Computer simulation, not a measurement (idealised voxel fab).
process module | voxel wiring stack
cross-section cut | 240 nm wide | cells 5 nm
A cross-section is a grid of square cells, given in bands from the top down. A band is one or more rows of cells.
Each band's line starts with the height of the band's top and of its bottom, in nm. Then come its materials from left to right, each with its width in nm. One material with "throughout" fills the band from edge to edge. "air" is empty space.
Height 0 is the level under which the wafer as received is all one material. The lowest band goes on downwards, as in "0 down".
A width such as "30 to 40" changes by the same amount from each row of cells to the next, from the band's top row to its bottom row.
"no change" after a step means that no cell of the cross-section changed.
closed voids: empty space of 8 cells or more with no open way to the top, each as width x height at its distance from the left edge, in nm
after a step's settings: what the simulator itself notes on the step
overlay nm, on a step with a mask: how far to the right of its planned place the mask lay; to the left if negative
Each pair below shows a cross-section before one step and the cross-section after it, down to the lowest band that changed. The line under each pair gives the step between them, with its settings. The pairs can come from different runs of this module on the same starting wafer, so a pair continues from the pair above only where its "before" says so.
before
  60 to 45: air 60 | resist 15 | air 35 | resist 15 | air 35 | resist 15 | air 65
  45 to 35: lowk throughout
  35 to 30: SiCN throughout
  30 to 15: SiO2 55 | SiN 5 | Ru 20 | SiN 5 | SiO2 20 | SiN 5 | Ru 20 | SiN 5 | SiO2 20 | SiN 5 | Ru 20 | SiN 5 | SiO2 55
  15 to 10: SiN 60 | TiN 20 | SiN 30 | TiN 20 | SiN 30 | TiN 20 | SiN 60
  10 to 0: SiO2 throughout
  0 down: Si throughout
  closed voids: none
after
  60 to 45: air 60 | resist 15 | air 35 | resist 15 | air 35 | resist 15 | air 65
  45 to 35: air 60 | lowk 15 | air 35 | lowk 15 | air 35 | lowk 15 | air 65
  below 35: unchanged
  closed voids: none
the step between: op DIRECTIONAL_ETCH | etch materials lowk | depth nm 10
before: the cross-section after the pair above
after
  60 to 45: air 60 | resist 15 | air 35 | resist 15 | air 35 | resist 15 | air 65
  45 to 35: air 60 | lowk 15 | air 35 | lowk 15 | air 35 | lowk 15 | air 65
  35 to 30: air 60 | SiCN 15 | air 35 | SiCN 15 | air 35 | SiCN 15 | air 65
  below 30: unchanged
  closed voids: none
the step between: op DIRECTIONAL_ETCH | etch materials SiCN | depth nm 5
before: the cross-section after the pair above
after
  45 to 35: air 60 | lowk 15 | air 35 | lowk 15 | air 35 | lowk 15 | air 65
  below 35: unchanged
  closed voids: none
the step between: op STRIP | etch materials resist
before: the cross-section after the pair above
after
  45 to 40: air 60 | lowk 15 | air 35 | lowk 15 | air 35 | lowk 15 | air 65
  40 to 35: air 60 | lowk 15 | Ru 15 | air 20 | lowk 15 | Ru 15 | air 20 | lowk 15 | Ru 15 | air 50
  35 to 30: air 60 | SiCN 15 | Ru 15 | air 20 | SiCN 15 | Ru 15 | air 20 | SiCN 15 | Ru 15 | air 50
  below 30: unchanged
  closed voids: none
the step between: op EPI | material Ru | thk nm 10
before: the cross-section after the pair above
after
  45 to 35: air 60 | lowk 15 | Ru 20 | air 15 | lowk 15 | Ru 20 | air 15 | lowk 15 | Ru 20 | air 45
  35 to 30: air 60 | SiCN 15 | Ru 20 | air 15 | SiCN 15 | Ru 20 | air 15 | SiCN 15 | Ru 20 | air 45
  below 30: unchanged
  closed voids: none
the step between: op EPI | material Ru | thk nm 5
before: the cross-section after the pair above
after
  50 to 45: air 55 | SiN 45 | air 5 | SiN 45 | air 5 | SiN 45 | air 40
  45 to 35: air 55 | SiN 5 | lowk 15 | Ru 20 | SiN 5 | air 5 | SiN 5 | lowk 15 | Ru 20 | SiN 5 | air 5 | SiN 5 | lowk 15 | Ru 20 | SiN 5 | air 40
  35 to 30: SiN 60 | SiCN 15 | Ru 20 | SiN 15 | SiCN 15 | Ru 20 | SiN 15 | SiCN 15 | Ru 20 | SiN 45
  below 30: unchanged
  closed voids: none
the step between: op CONFORMAL_DEP | material SiN | thk nm 5
before: the cross-section after the pair above
after
  70 to 55: air 55 | SiO2 45 | air 5 | SiO2 45 | air 5 | SiO2 45 | air 40
  55 to 50: SiO2 throughout
  50 to 45: SiO2 55 | SiN 45 | SiO2 5 | SiN 45 | SiO2 5 | SiN 45 | SiO2 40
  45 to 35: SiO2 55 | SiN 5 | lowk 15 | Ru 20 | SiN 5 | SiO2 5 | SiN 5 | lowk 15 | Ru 20 | SiN 5 | SiO2 5 | SiN 5 | lowk 15 | Ru 20 | SiN 5 | SiO2 40
  below 35: unchanged
  closed voids: none
the step between: op DIRECTIONAL_DEP | material SiO2 | thk nm 20
before: the cross-section after the pair above
after
  85 to 70: resist 60 | air 20 | resist 30 | air 20 | resist 30 | air 20 | resist 60
  70 to 55: resist 55 | SiO2 45 | resist 5 | SiO2 45 | resist 5 | SiO2 45 | resist 40
  below 55: unchanged
  closed voids: none
the step between: op PATTERN | tone open | mask id METAL_2 | material resist | width nm 20 | pitch nm 50 | thk nm 15 | overlay nm 0
before: the cross-section after the pair above
after
  85 to 70: resist 60 | air 20 | resist 30 | air 20 | resist 30 | air 20 | resist 60
  70 to 55: resist 55 | SiO2 5 | air 20 | SiO2 20 | resist 5 | SiO2 5 | air 20 | SiO2 20 | resist 5 | SiO2 5 | air 20 | SiO2 20 | resist 40
  55 to 50: SiO2 60 | air 20 | SiO2 30 | air 20 | SiO2 30 | air 20 | SiO2 60
  below 50: unchanged
  closed voids: none
the step between: op DIRECTIONAL_ETCH | etch materials SiO2 | depth nm 20
before: the cross-section after the pair above
after
  85 to 70: resist 60 | air 20 | resist 30 | air 20 | resist 30 | air 20 | resist 60
  70 to 55: resist 55 | SiO2 5 | air 20 | SiO2 20 | resist 5 | SiO2 5 | air 20 | SiO2 20 | resist 5 | SiO2 5 | air 20 | SiO2 20 | resist 40
  55 to 50: SiO2 60 | air 20 | SiO2 30 | air 20 | SiO2 30 | air 20 | SiO2 60
  50 to 45: SiO2 55 | SiN 5 | air 20 | SiN 20 | SiO2 5 | SiN 5 | air 20 | SiN 20 | SiO2 5 | SiN 5 | air 20 | SiN 20 | SiO2 40
  below 45: unchanged
  closed voids: none
the step between: op DIRECTIONAL_ETCH | etch materials SiN | depth nm 5
before: the cross-section after the pair above
after
  70 to 55: air 55 | SiO2 5 | air 20 | SiO2 20 | air 5 | SiO2 5 | air 20 | SiO2 20 | air 5 | SiO2 5 | air 20 | SiO2 20 | air 40
  below 55: unchanged
  closed voids: none
the step between: op STRIP | etch materials resist
before: the cross-section after the pair above
after
  75 to 70: air 50 | TiN 15 | air 10 | TiN 40 | air 10 | TiN 40 | air 10 | TiN 30 | air 35
  70 to 60: air 50 | TiN 5 | SiO2 5 | TiN 5 | air 10 | TiN 5 | SiO2 20 | TiN 5 | SiO2 5 | TiN 5 | air 10 | TiN 5 | SiO2 20 | TiN 5 | SiO2 5 | TiN 5 | air 10 | TiN 5 | SiO2 20 | TiN 5 | air 35
  60 to 55: TiN 55 | SiO2 5 | TiN 5 | air 10 | TiN 5 | SiO2 20 | TiN 5 | SiO2 5 | TiN 5 | air 10 | TiN 5 | SiO2 20 | TiN 5 | SiO2 5 | TiN 5 | air 10 | TiN 5 | SiO2 20 | TiN 40
  55 to 50: SiO2 60 | TiN 5 | air 10 | TiN 5 | SiO2 30 | TiN 5 | air 10 | TiN 5 | SiO2 30 | TiN 5 | air 10 | TiN 5 | SiO2 60
  50 to 45: SiO2 55 | SiN 5 | TiN 20 | SiN 20 | SiO2 5 | SiN 5 | TiN 20 | SiN 20 | SiO2 5 | SiN 5 | TiN 20 | SiN 20 | SiO2 40
  below 45: unchanged
  closed voids: none
the step between: op CONFORMAL_DEP | material TiN | thk nm 5
before: the cross-section after the pair above
after
  80 to 75: Cu throughout
  75 to 70: Cu 50 | TiN 15 | Cu 10 | TiN 40 | Cu 10 | TiN 40 | Cu 10 | TiN 30 | Cu 35
  70 to 60: Cu 50 | TiN 5 | SiO2 5 | TiN 5 | Cu 10 | TiN 5 | SiO2 20 | TiN 5 | SiO2 5 | TiN 5 | Cu 10 | TiN 5 | SiO2 20 | TiN 5 | SiO2 5 | TiN 5 | Cu 10 | TiN 5 | SiO2 20 | TiN 5 | Cu 35
  60 to 55: TiN 55 | SiO2 5 | TiN 5 | Cu 10 | TiN 5 | SiO2 20 | TiN 5 | SiO2 5 | TiN 5 | Cu 10 | TiN 5 | SiO2 20 | TiN 5 | SiO2 5 | TiN 5 | Cu 10 | TiN 5 | SiO2 20 | TiN 40
  55 to 50: SiO2 60 | TiN 5 | Cu 10 | TiN 5 | SiO2 30 | TiN 5 | Cu 10 | TiN 5 | SiO2 30 | TiN 5 | Cu 10 | TiN 5 | SiO2 60
  below 50: unchanged
  closed voids: none
the step between: op FILL_DEP | material Cu | thk nm 5
before: the cross-section after the pair above
after
  70 to 60: Cu 50 | TiN 5 | SiO2 5 | TiN 5 | Cu 10 | TiN 5 | SiO2 20 | TiN 5 | SiO2 5 | TiN 5 | Cu 10 | TiN 5 | SiO2 20 | TiN 5 | SiO2 5 | TiN 5 | Cu 10 | TiN 5 | SiO2 20 | TiN 5 | Cu 35
  below 60: unchanged
  closed voids: none
the step between: op CMP | height nm 70
before: the cross-section after the pair above
after
  75 to 70: Ru 85 | air 10 | Ru 40 | air 10 | Ru 40 | air 10 | Ru 45
  below 70: unchanged
  closed voids: none
the step between: op EPI | material Ru | thk nm 5
before: the cross-section after the pair above
after
  80 to 75: SiCN throughout
  75 to 70: Ru 85 | SiCN 10 | Ru 40 | SiCN 10 | Ru 40 | SiCN 10 | Ru 45
  below 70: unchanged
  closed voids: none
the step between: op FILL_DEP | material SiCN | thk nm 5
before: the cross-section after the pair above
after
  95 to 80: SiO2 throughout
  below 80: unchanged
  closed voids: none
the step between: op DIRECTIONAL_DEP | material SiO2 | thk nm 15
before: the cross-section after the pair above
after
  95 to 80: SiO2 60 | air 15 | SiO2 35 | air 15 | SiO2 35 | air 15 | SiO2 65
  below 80: unchanged
  closed voids: none
the step between: op MASKED_ETCH | tone open | mask id PLUG_2 | width nm 15 | pitch nm 50 | etch materials SiO2 | depth nm 15 | overlay nm 0
before: the cross-section after the pair above
after
  95 to 80: SiO2 60 | air 15 | SiO2 35 | air 15 | SiO2 35 | air 15 | SiO2 65
  80 to 75: SiCN 60 | air 15 | SiCN 35 | air 15 | SiCN 35 | air 15 | SiCN 65
  below 75: unchanged
  closed voids: none
the step between: op MASKED_ETCH | tone open | mask id PLUG_2 | width nm 15 | pitch nm 50 | etch materials SiCN | depth nm 5 | overlay nm 0
before: the cross-section after the pair above
after
  95 to 85: SiO2 60 | air 15 | SiO2 35 | air 15 | SiO2 35 | air 15 | SiO2 65
  85 to 80: SiO2 60 | Ru 15 | SiO2 35 | Ru 15 | SiO2 35 | Ru 15 | SiO2 65
  80 to 75: SiCN 60 | Ru 15 | SiCN 35 | Ru 15 | SiCN 35 | Ru 15 | SiCN 65
  below 75: unchanged
  closed voids: none
the step between: op EPI | material Ru | thk nm 10
before: the cross-section after the pair above
after
  95 to 80: SiO2 60 | Ru 15 | SiO2 35 | Ru 15 | SiO2 35 | Ru 15 | SiO2 65
  below 80: unchanged
  closed voids: none
the step between: op EPI | material Ru | thk nm 10
before: the cross-section after the pair above
after
  100 to 95: TiN throughout
  below 95: unchanged
  closed voids: none
the step between: op DIRECTIONAL_DEP | material TiN | thk nm 5
before: the cross-section after the pair above
after
  125 to 100: Ru throughout
  below 100: unchanged
  closed voids: none
the step between: op DIRECTIONAL_DEP | material Ru | thk nm 25
before: the cross-section after the pair above
after
  125 to 100: air 60 | Ru 20 | air 30 | Ru 20 | air 30 | Ru 20 | air 60
  below 100: unchanged
  closed voids: none
the step between: op MASKED_ETCH | tone cover | mask id METAL_3 | width nm 20 | pitch nm 50 | etch materials Ru | depth nm 25 | overlay nm 0
before: the cross-section after the pair above
after
  125 to 100: air 60 | Ru 20 | air 30 | Ru 20 | air 30 | Ru 20 | air 60
  100 to 95: air 60 | TiN 20 | air 30 | TiN 20 | air 30 | TiN 20 | air 60
  below 95: unchanged
  closed voids: none
the step between: op MASKED_ETCH | tone cover | mask id METAL_3 | width nm 20 | pitch nm 50 | etch materials TiN | depth nm 5 | overlay nm 0
before: the cross-section after the pair above
after
  130 to 125: lowk throughout
  125 to 100: lowk 60 | Ru 20 | lowk 30 | Ru 20 | lowk 30 | Ru 20 | lowk 60
  100 to 95: lowk 60 | TiN 20 | lowk 30 | TiN 20 | lowk 30 | TiN 20 | lowk 60
  below 95: unchanged
  closed voids: none
the step between: op FILL_DEP | material lowk | thk nm 5
before: the cross-section after the pair above
after
  125 to 100: lowk 60 | Ru 20 | lowk 30 | Ru 20 | lowk 30 | Ru 20 | lowk 60
  below 100: unchanged
  closed voids: none
the step between: op CMP | height nm 125
before: the cross-section after the pair above
after
  130 to 125: SiN throughout
  below 125: unchanged
  closed voids: none
the step between: op CONFORMAL_DEP | material SiN | thk nm 5
